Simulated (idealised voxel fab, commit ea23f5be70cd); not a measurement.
process module | voxel spacer lines
cross-section cut | 155 nm wide | cells 5 nm
A cross-section is a grid of square cells, given in bands from the top down. A band is one or more rows of cells.
Each band's line starts with the height of the band's top and of its bottom, in nm. Then come its materials from left to right, each with its width in nm. One material with "throughout" fills the band from edge to edge. "air" is empty space.
Height 0 is the level under which the wafer as received is all one material. The lowest band goes on downwards, as in "0 down".
A width such as "30 to 40" changes by the same amount from each row of cells to the next, from the band's top row to its bottom row.
"no change" after a step means that no cell of the cross-section changed.
closed voids: empty space of 8 cells or more with no open way to the top, each as width x height at its distance from the left edge, in nm
after a step's settings: what the simulator itself notes on the step
overlay nm, on a step with a mask: how far to the right of its planned place the mask lay; to the left if negative
plan
1 op RECEIVE | material Si
2 op CONFORMAL_DEP | material Al2O3 | thk nm 10
3 op DIRECTIONAL_DEP | material W | thk nm 20
4 op DIRECTIONAL_DEP | material aC | thk nm 30
5 op PATTERN | tone cover | mask id MANDREL | material resist | width nm 20 | pitch nm 60 | thk nm 40 | overlay nm 0
6 op DIRECTIONAL_ETCH | etch materials aC | depth nm 30
7 op STRIP | etch materials resist
8 op CONFORMAL_DEP | material SiN | thk nm 10
9 op DIRECTIONAL_ETCH | etch materials SiN | depth nm 10
10 op STRIP | etch materials aC
11 op DIRECTIONAL_ETCH | etch materials W | depth nm 20
12 op STRIP | etch materials SiN
first wafer, as planned
as received, after step 1
  0 down: Si throughout
  closed voids: none
after step 2
  10 to 0: Al2O3 throughout
  below 0: unchanged
after step 3
  30 to 10: W throughout
  below 10: unchanged
after step 4
  60 to 30: aC throughout
  below 30: unchanged
after step 5
  100 to 60: air 35 | resist 20 | air 40 | resist 20 | air 40
  below 60: unchanged
after step 6
  70 to 60: air 35 | resist 20 | air 40 | resist 20 | air 40
  60 to 30: air 35 | aC 20 | air 40 | aC 20 | air 40
  below 30: unchanged
after step 7
  60 to 30: air 35 | aC 20 | air 40 | aC 20 | air 40
  below 30: unchanged
after step 8
  70 to 60: air 25 | SiN 40 | air 20 | SiN 40 | air 30
  60 to 40: air 25 | SiN 10 | aC 20 | SiN 10 | air 20 | SiN 10 | aC 20 | SiN 10 | air 30
  40 to 30: SiN 35 | aC 20 | SiN 40 | aC 20 | SiN 40
  below 30: unchanged
after step 9
  60 to 30: air 25 | SiN 10 | aC 20 | SiN 10 | air 20 | SiN 10 | aC 20 | SiN 10 | air 30
  below 30: unchanged
after step 10
  60 to 30: air 25 | SiN 10 | air 20 | SiN 10 | air 20 | SiN 10 | air 20 | SiN 10 | air 30
  below 30: unchanged
after step 11
  60 to 30: air 25 | SiN 10 | air 20 | SiN 10 | air 20 | SiN 10 | air 20 | SiN 10 | air 30
  30 to 10: air 25 | W 10 | air 20 | W 10 | air 20 | W 10 | air 20 | W 10 | air 30
  below 10: unchanged
after step 12
  30 to 10: air 25 | W 10 | air 20 | W 10 | air 20 | W 10 | air 20 | W 10 | air 30
  below 10: unchanged
second wafer: like start, like plan, one mistake. Through step 4 it matches the first wafer
when step 5 should have ended
  100 to 60: air 45 | resist 20 | air 40 | resist 20 | air 30
  below 60: unchanged
when step 6 should have ended
  70 to 60: air 45 | resist 20 | air 40 | resist 20 | air 30
  60 to 30: air 45 | aC 20 | air 40 | aC 20 | air 30
  below 30: unchanged
when step 7 should have ended
  60 to 30: air 45 | aC 20 | air 40 | aC 20 | air 30
  below 30: unchanged
when step 8 should have ended
  70 to 60: air 35 | SiN 40 | air 20 | SiN 40 | air 20
  60 to 40: air 35 | SiN 10 | aC 20 | SiN 10 | air 20 | SiN 10 | aC 20 | SiN 10 | air 20
  40 to 30: SiN 45 | aC 20 | SiN 40 | aC 20 | SiN 30
  below 30: unchanged
when step 9 should have ended
  60 to 30: air 35 | SiN 10 | aC 20 | SiN 10 | air 20 | SiN 10 | aC 20 | SiN 10 | air 20
  below 30: unchanged
when step 10 should have ended
  60 to 30: air 35 | SiN 10 | air 20 | SiN 10 | air 20 | SiN 10 | air 20 | SiN 10 | air 20
  below 30: unchanged
when step 11 should have ended
  60 to 30: air 35 | SiN 10 | air 20 | SiN 10 | air 20 | SiN 10 | air 20 | SiN 10 | air 20
  30 to 10: air 35 | W 10 | air 20 | W 10 | air 20 | W 10 | air 20 | W 10 | air 20
  below 10: unchanged
when step 12 should have ended
  30 to 10: air 35 | W 10 | air 20 | W 10 | air 20 | W 10 | air 20 | W 10 | air 20
  below 10: unchanged
what went wrong: step 5 ran as: op PATTERN | tone cover | mask id MANDREL | material resist | width nm 20 | pitch nm 60 | thk nm 40 | overlay nm 10
at the end the second wafer has, in cells: as many of each material as the first, in other places
